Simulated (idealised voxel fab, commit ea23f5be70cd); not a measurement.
This section sets out a process module, namely voxel self aligned contacts.
Each square cell in cross-section cut measures 5 nm, and the section as a whole is 295 nm wide.
Cross-sections here: square-cell grids, written as top-down lists of bands, a band being one or more rows of cells. First you get the band's top height and its bottom height, in nm, and then the materials it's made of, left to right, with each width in nm. If you see a single material with "everywhere", that one covers the band edge to edge. "air" is empty space. Basically, 0 is our baseline, since under it the wafer straight out of the box is all one material. The bottom band has no lower end and keeps on going down, so it looks like "z 0 and below". The notation "30 to 40" denotes a width that varies across the rows of cells in the band, beginning at the first number in the top row, finishing at the second number in the bottom row, and changing by an identical amount from each row to the next. "no change" (step): cross-section cells unchanged, all of them. Basically, "Sealed-off cavities" tells you about the enclosed voids: empty spaces with no open way to the top, 8 cells or bigger, each written width x height at distance, where distance is from the left edge, all in nm. Note: text after step settings on the step line = simulator remark on that step. The setting "overlay nm" may be written on the line of a step. When the step uses a mask, the value reports how far to the right of the planned place the mask lay, and a negative value reports that it lay to the left.
### Listed below are the process steps as planned
- 1: RECEIVE (material Si)
- 2: CONFORMAL_DEP (material SiO2; thk nm 5)
- 3: DIRECTIONAL_DEP (material polySi; thk nm 20)
- 4: DIRECTIONAL_DEP (material SiN; thk nm 25)
- 5: DIRECTIONAL_DEP (material aC; thk nm 15)
- 6: PATTERN (tone cover; mask id GATE; material resist; width nm 25; pitch nm 65; thk nm 30; overlay nm 0)
- 7: DIRECTIONAL_ETCH (etch materials aC; depth nm 15)
- 8: STRIP (etch materials resist)
- 9: DIRECTIONAL_ETCH (etch materials SiN; depth nm 25)
- 10: DIRECTIONAL_ETCH (etch materials polySi; depth nm 20)
- 11: STRIP (etch materials aC)
- 12: CONFORMAL_DEP (material SiN; thk nm 10)
- 13: DIRECTIONAL_ETCH (etch materials SiN; depth nm 10)
- 14: FILL_DEP (material SiO2; thk nm 15)
- 15: CMP (height nm 60)
- 16: DIRECTIONAL_DEP (material aC; thk nm 10)
- 17: PATTERN (tone open; mask id CONTACT; material resist; width nm 50; pitch nm 65; thk nm 25; overlay nm 0)
- 18: DIRECTIONAL_ETCH (etch materials aC; depth nm 10)
- 19: STRIP (etch materials resist)
- 20: DIRECTIONAL_ETCH (etch materials SiO2; depth nm 60)
- 21: STRIP (etch materials aC)
- 22: CONFORMAL_DEP (material TiN; thk nm 5)
- 23: FILL_DEP (material Ru; thk nm 10)
- 24: CMP (height nm 60)
- 25: CONFORMAL_DEP (material SiN; thk nm 5)
### First out of two wafers; run went to plan
### Cross-section of the wafer as it came to us, i.e., already through step 1
	z 0 and below | Si everywhere
	Sealed-off cavities: none
### Cross-section of the wafer subsequent to step 2
	z 5 to 0 | SiO2 everywhere
	Everything below 0 is unchanged.
### Cross-section of the wafer subsequent to step 3
	z 25 to 5 | polySi everywhere
	Everything below 5 is unchanged.
### Cross-section of the wafer subsequent to step 4
	z 50 to 25 | SiN everywhere
	Everything below 25 is unchanged.
### Cross-section of the wafer subsequent to step 5
	z 65 to 50 | aC everywhere
	Everything below 50 is unchanged.
### Cross-section of the wafer subsequent to step 6
	z 95 to 65 | 70 air, then 25 resist, then 40 air, then 25 resist, then 40 air, then 25 resist, then 70 air
	Everything below 65 is unchanged.
### Cross-section of the wafer subsequent to step 7
	z 80 to 65 | 70 air, then 25 resist, then 40 air, then 25 resist, then 40 air, then 25 resist, then 70 air
	z 65 to 50 | 70 air, then 25 aC, then 40 air, then 25 aC, then 40 air, then 25 aC, then 70 air
	Everything below 50 is unchanged.
### Cross-section of the wafer subsequent to step 8
	z 65 to 50 | 70 air, then 25 aC, then 40 air, then 25 aC, then 40 air, then 25 aC, then 70 air
	Everything below 50 is unchanged.
### Cross-section of the wafer subsequent to step 9
	z 65 to 50 | 70 air, then 25 aC, then 40 air, then 25 aC, then 40 air, then 25 aC, then 70 air
	z 50 to 25 | 70 air, then 25 SiN, then 40 air, then 25 SiN, then 40 air, then 25 SiN, then 70 air
	Everything below 25 is unchanged.
### Cross-section of the wafer subsequent to step 10
	z 65 to 50 | 70 air, then 25 aC, then 40 air, then 25 aC, then 40 air, then 25 aC, then 70 air
	z 50 to 25 | 70 air, then 25 SiN, then 40 air, then 25 SiN, then 40 air, then 25 SiN, then 70 air
	z 25 to 5 | 70 air, then 25 polySi, then 40 air, then 25 polySi, then 40 air, then 25 polySi, then 70 air
	Everything below 5 is unchanged.
### Cross-section of the wafer subsequent to step 11
	z 50 to 25 | 70 air, then 25 SiN, then 40 air, then 25 SiN, then 40 air, then 25 SiN, then 70 air
	Everything below 25 is unchanged.
### Cross-section of the wafer subsequent to step 12
	z 60 to 25 | 60 air, then 45 SiN, then 20 air, then 45 SiN, then 20 air, then 45 SiN, then 60 air
	z 25 to 15 | 60 air, then 10 SiN, then 25 polySi, then 10 SiN, then 20 air, then 10 SiN, then 25 polySi, then 10 SiN, then 20 air, then 10 SiN, then 25 polySi, then 10 SiN, then 60 air
	z 15 to 5 | 70 SiN, then 25 polySi, then 40 SiN, then 25 polySi, then 40 SiN, then 25 polySi, then 70 SiN
	Everything below 5 is unchanged.
### Cross-section of the wafer subsequent to step 13
	z 50 to 25 | 60 air, then 45 SiN, then 20 air, then 45 SiN, then 20 air, then 45 SiN, then 60 air
	z 25 to 5 | 60 air, then 10 SiN, then 25 polySi, then 10 SiN, then 20 air, then 10 SiN, then 25 polySi, then 10 SiN, then 20 air, then 10 SiN, then 25 polySi, then 10 SiN, then 60 air
	Everything below 5 is unchanged.
### Cross-section of the wafer subsequent to step 14
	z 65 to 50 | SiO2 everywhere
	z 50 to 25 | 60 SiO2, then 45 SiN, then 20 SiO2, then 45 SiN, then 20 SiO2, then 45 SiN, then 60 SiO2
	z 25 to 5 | 60 SiO2, then 10 SiN, then 25 polySi, then 10 SiN, then 20 SiO2, then 10 SiN, then 25 polySi, then 10 SiN, then 20 SiO2, then 10 SiN, then 25 polySi, then 10 SiN, then 60 SiO2
	Everything below 5 is unchanged.
### Cross-section of the wafer subsequent to step 15
	z 60 to 50 | SiO2 everywhere
	Everything below 50 is unchanged.
### Cross-section of the wafer subsequent to step 16
	z 70 to 60 | aC everywhere
	Everything below 60 is unchanged.
### Cross-section of the wafer subsequent to step 17
	z 95 to 70 | 90 resist, then 50 air, then 15 resist, then 50 air, then 90 resist
	Everything below 70 is unchanged.
### Cross-section of the wafer subsequent to step 18
	z 85 to 70 | 90 resist, then 50 air, then 15 resist, then 50 air, then 90 resist
	z 70 to 60 | 90 aC, then 50 air, then 15 aC, then 50 air, then 90 aC
	Everything below 60 is unchanged.
### Cross-section of the wafer subsequent to step 19
	z 70 to 60 | 90 aC, then 50 air, then 15 aC, then 50 air, then 90 aC
	Everything below 60 is unchanged.
### Cross-section of the wafer subsequent to step 20
	z 70 to 60 | 90 aC, then 50 air, then 15 aC, then 50 air, then 90 aC
	z 60 to 50 | 90 SiO2, then 50 air, then 15 SiO2, then 50 air, then 90 SiO2
	z 50 to 25 | 60 SiO2, then 45 SiN, then 20 air, then 45 SiN, then 20 air, then 45 SiN, then 60 SiO2
	z 25 to 5 | 60 SiO2, then 10 SiN, then 25 polySi, then 10 SiN, then 20 air, then 10 SiN, then 25 polySi, then 10 SiN, then 20 air, then 10 SiN, then 25 polySi, then 10 SiN, then 60 SiO2
	z 5 to 0 | 105 SiO2, then 20 air, then 45 SiO2, then 20 air, then 105 SiO2
	Everything below 0 is unchanged.
### Cross-section of the wafer subsequent to step 21
	z 60 to 50 | 90 SiO2, then 50 air, then 15 SiO2, then 50 air, then 90 SiO2
	Everything below 50 is unchanged.
### Cross-section of the wafer subsequent to step 22
	z 65 to 60 | 95 TiN, then 40 air, then 25 TiN, then 40 air, then 95 TiN
	z 60 to 50 | 90 SiO2, then 5 to 20 TiN, then 40 to 10 air, then 5 to 20 TiN, then 15 SiO2, then 5 to 20 TiN, then 40 to 10 air, then 5 to 20 TiN, then 90 SiO2
	z 50 to 25 | 60 SiO2, then 45 SiN, then 5 TiN, then 10 air, then 5 TiN, then 45 SiN, then 5 TiN, then 10 air, then 5 TiN, then 45 SiN, then 60 SiO2
	z 25 to 5 | 60 SiO2, then 10 SiN, then 25 polySi, then 10 SiN, then 5 TiN, then 10 air, then 5 TiN, then 10 SiN, then 25 polySi, then 10 SiN, then 5 TiN, then 10 air, then 5 TiN, then 10 SiN, then 25 polySi, then 10 SiN, then 60 SiO2
	z 5 to 0 | 105 SiO2, then 20 TiN, then 45 SiO2, then 20 TiN, then 105 SiO2
	Everything below 0 is unchanged.
### Cross-section of the wafer subsequent to step 23
	z 75 to 65 | Ru everywhere
	z 65 to 60 | 95 TiN, then 40 Ru, then 25 TiN, then 40 Ru, then 95 TiN
	z 60 to 50 | 90 SiO2, then 5 to 20 TiN, then 40 to 10 Ru, then 5 to 20 TiN, then 15 SiO2, then 5 to 20 TiN, then 40 to 10 Ru, then 5 to 20 TiN, then 90 SiO2
	z 50 to 25 | 60 SiO2, then 45 SiN, then 5 TiN, then 10 Ru, then 5 TiN, then 45 SiN, then 5 TiN, then 10 Ru, then 5 TiN, then 45 SiN, then 60 SiO2
	z 25 to 5 | 60 SiO2, then 10 SiN, then 25 polySi, then 10 SiN, then 5 TiN, then 10 Ru, then 5 TiN, then 10 SiN, then 25 polySi, then 10 SiN, then 5 TiN, then 10 Ru, then 5 TiN, then 10 SiN, then 25 polySi, then 10 SiN, then 60 SiO2
	Everything below 5 is unchanged.
### Cross-section of the wafer subsequent to step 24
	z 60 to 50 | 90 SiO2, then 5 to 20 TiN, then 40 to 10 Ru, then 5 to 20 TiN, then 15 SiO2, then 5 to 20 TiN, then 40 to 10 Ru, then 5 to 20 TiN, then 90 SiO2
	Everything below 50 is unchanged.
### Cross-section of the wafer subsequent to step 25
	z 65 to 60 | SiN everywhere
	Everything below 60 is unchanged.
### Second wafer: same start and same plan as the first, one execution error; identical to the first through step 11
### The second wafer cut through, at the time step 12 was supposed to be finished
	z 40 to 25 | 70 air, then 25 SiN, then 40 air, then 25 SiN, then 40 air, then 25 SiN, then 70 air
	Everything below 25 is unchanged.
### The second wafer cut through, at the time step 13 was supposed to be finished
	z 50 to 25 | 60 air, then 45 SiN, then 20 air, then 45 SiN, then 20 air, then 45 SiN, then 60 air
	z 25 to 15 | 60 air, then 10 SiN, then 25 polySi, then 10 SiN, then 20 air, then 10 SiN, then 25 polySi, then 10 SiN, then 20 air, then 10 SiN, then 25 polySi, then 10 SiN, then 60 air
	z 15 to 5 | 70 SiN, then 25 polySi, then 40 SiN, then 25 polySi, then 40 SiN, then 25 polySi, then 70 SiN
	Everything below 5 is unchanged.
### The second wafer cut through, at the time step 14 was supposed to be finished
	z 65 to 50 | SiO2 everywhere
	z 50 to 25 | 60 SiO2, then 45 SiN, then 20 SiO2, then 45 SiN, then 20 SiO2, then 45 SiN, then 60 SiO2
	z 25 to 15 | 60 SiO2, then 10 SiN, then 25 polySi, then 10 SiN, then 20 SiO2, then 10 SiN, then 25 polySi, then 10 SiN, then 20 SiO2, then 10 SiN, then 25 polySi, then 10 SiN, then 60 SiO2
	Everything below 15 is unchanged.
### The second wafer cut through, at the time step 15 was supposed to be finished
	z 60 to 50 | SiO2 everywhere
	Everything below 50 is unchanged.
### The second wafer cut through, at the time step 16 was supposed to be finished
	z 70 to 60 | aC everywhere
	Everything below 60 is unchanged.
### The second wafer cut through, at the time step 17 was supposed to be finished
	z 95 to 70 | 90 resist, then 50 air, then 15 resist, then 50 air, then 90 resist
	Everything below 70 is unchanged.
### The second wafer cut through, at the time step 18 was supposed to be finished
	z 85 to 70 | 90 resist, then 50 air, then 15 resist, then 50 air, then 90 resist
	z 70 to 60 | 90 aC, then 50 air, then 15 aC, then 50 air, then 90 aC
	Everything below 60 is unchanged.
### The second wafer cut through, at the time step 19 was supposed to be finished
	z 70 to 60 | 90 aC, then 50 air, then 15 aC, then 50 air, then 90 aC
	Everything below 60 is unchanged.
### The second wafer cut through, at the time step 20 was supposed to be finished
	z 70 to 60 | 90 aC, then 50 air, then 15 aC, then 50 air, then 90 aC
	z 60 to 50 | 90 SiO2, then 50 air, then 15 SiO2, then 50 air, then 90 SiO2
	z 50 to 25 | 60 SiO2, then 45 SiN, then 20 air, then 45 SiN, then 20 air, then 45 SiN, then 60 SiO2
	z 25 to 15 | 60 SiO2, then 10 SiN, then 25 polySi, then 10 SiN, then 20 air, then 10 SiN, then 25 polySi, then 10 SiN, then 20 air, then 10 SiN, then 25 polySi, then 10 SiN, then 60 SiO2
	Everything below 15 is unchanged.
### The second wafer cut through, at the time step 21 was supposed to be finished
	z 60 to 50 | 90 SiO2, then 50 air, then 15 SiO2, then 50 air, then 90 SiO2
	Everything below 50 is unchanged.
### The second wafer cut through, at the time step 22 was supposed to be finished
	z 65 to 60 | 95 TiN, then 40 air, then 25 TiN, then 40 air, then 95 TiN
	z 60 to 50 | 90 SiO2, then 5 to 20 TiN, then 40 to 10 air, then 5 to 20 TiN, then 15 SiO2, then 5 to 20 TiN, then 40 to 10 air, then 5 to 20 TiN, then 90 SiO2
	z 50 to 25 | 60 SiO2, then 45 SiN, then 5 TiN, then 10 air, then 5 TiN, then 45 SiN, then 5 TiN, then 10 air, then 5 TiN, then 45 SiN, then 60 SiO2
	z 25 to 20 | 60 SiO2, then 10 SiN, then 25 polySi, then 10 SiN, then 5 TiN, then 10 air, then 5 TiN, then 10 SiN, then 25 polySi, then 10 SiN, then 5 TiN, then 10 air, then 5 TiN, then 10 SiN, then 25 polySi, then 10 SiN, then 60 SiO2
	z 20 to 15 | 60 SiO2, then 10 SiN, then 25 polySi, then 10 SiN, then 20 TiN, then 10 SiN, then 25 polySi, then 10 SiN, then 20 TiN, then 10 SiN, then 25 polySi, then 10 SiN, then 60 SiO2
	Everything below 15 is unchanged.
### The second wafer cut through, at the time step 23 was supposed to be finished
	z 75 to 65 | Ru everywhere
	z 65 to 60 | 95 TiN, then 40 Ru, then 25 TiN, then 40 Ru, then 95 TiN
	z 60 to 50 | 90 SiO2, then 5 to 20 TiN, then 40 to 10 Ru, then 5 to 20 TiN, then 15 SiO2, then 5 to 20 TiN, then 40 to 10 Ru, then 5 to 20 TiN, then 90 SiO2
	z 50 to 25 | 60 SiO2, then 45 SiN, then 5 TiN, then 10 Ru, then 5 TiN, then 45 SiN, then 5 TiN, then 10 Ru, then 5 TiN, then 45 SiN, then 60 SiO2
	z 25 to 20 | 60 SiO2, then 10 SiN, then 25 polySi, then 10 SiN, then 5 TiN, then 10 Ru, then 5 TiN, then 10 SiN, then 25 polySi, then 10 SiN, then 5 TiN, then 10 Ru, then 5 TiN, then 10 SiN, then 25 polySi, then 10 SiN, then 60 SiO2
	Everything below 20 is unchanged.
### The second wafer cut through, at the time step 24 was supposed to be finished
	z 60 to 50 | 90 SiO2, then 5 to 20 TiN, then 40 to 10 Ru, then 5 to 20 TiN, then 15 SiO2, then 5 to 20 TiN, then 40 to 10 Ru, then 5 to 20 TiN, then 90 SiO2
	Everything below 50 is unchanged.
### The second wafer cut through, at the time step 25 was supposed to be finished
	z 65 to 60 | SiN everywhere
	Everything below 60 is unchanged.
Deviation from plan: contrary to the plan, steps 12 and 13 were processed in exchanged order
At the finish, the second wafer shows more or fewer cells for some materials than the first does: Ru: 12 fewer, SiN: 64 more, SiO2: 40 fewer, TiN: 12 fewer
